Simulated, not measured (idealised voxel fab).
Process module in this document: voxel spacer lines
The figure presents cross-section cut, which has a width of 245 nm and is divided into square cells with an edge length of 5 nm.
Notation: cross-section as square-cell grid; stated in bands, top first, going down; one or more cell rows per band.
The entry gives the band's vertical extent as a top height and a bottom height in nm, then its horizontal make-up as materials from left to right, each with a width in nm. "air" stands for empty space; a single material marked "throughout" fills the band edge to edge.
The reference from which all heights are counted is 0, the level beneath which the as-received wafer is entirely one material; the lowest band, having no lower bound, proceeds downward and is written after the example "from 0 down".
Graded width ("30 to 40"): value in top row of band = first number; value in bottom row = second number; row-to-row change constant.
A step reported as "remains unaltered" is a step in which no cell of the cross-section changed.
Under "Enclosed void inventory" you'll find the enclosed gaps, the ones with no way out to the top, that are 8 cells or bigger; each reads width x height at distance, with distance counted from the left edge, everything in nm.
Formally, on a step line, whatever follows the settings is a remark that the simulator itself makes on the step.
You can add "overlay nm" to a step's line. For a step with a mask, it describes how far the mask lay to the right of its planned position, and a negative number describes a lay to the left.

**Listed below are the process steps as planned**
1,RECEIVE,material Si
2,CONFORMAL_DEP,material Al2O3,thk nm 5
3,DIRECTIONAL_DEP,material TiN,thk nm 10
4,DIRECTIONAL_DEP,material aC,thk nm 25
5,PATTERN,tone cover,mask id MANDREL,material resist,width nm 20,pitch nm 60,thk nm 30,overlay nm 0
6,DIRECTIONAL_ETCH,etch materials aC,depth nm 25
7,STRIP,etch materials resist
8,CONFORMAL_DEP,material SiO2,thk nm 10
9,DIRECTIONAL_ETCH,etch materials SiO2,depth nm 10
10,STRIP,etch materials aC
11,DIRECTIONAL_ETCH,etch materials TiN,depth nm 10
12,STRIP,etch materials SiO2
13,FILL_DEP,material lowk,thk nm 5
14,CMP,height nm 15

**Shown in cross-section is the wafer as received, that is, as it stands after step 1**
- from 0 down: Si throughout
- Enclosed void inventory: none

**This is how the wafer looks in cross-section once the module is done, given the starting state and plan above and one mistake in carrying the plan out**
- from 15 to 5: lowk: 60 | TiN: 10 | lowk: 20 | TiN: 10 | lowk: 20 | TiN: 10 | lowk: 20 | TiN: 10 | lowk: 85
- from 5 to 0: Al2O3 throughout
- from 0 down: Si throughout
- Enclosed void inventory: none
Nonconformance to the process plan: step 5: run off-plan, actual operation and settings PATTERN,tone cover,mask id MANDREL,material resist,width nm 20,pitch nm 60,thk nm 30,overlay nm -10
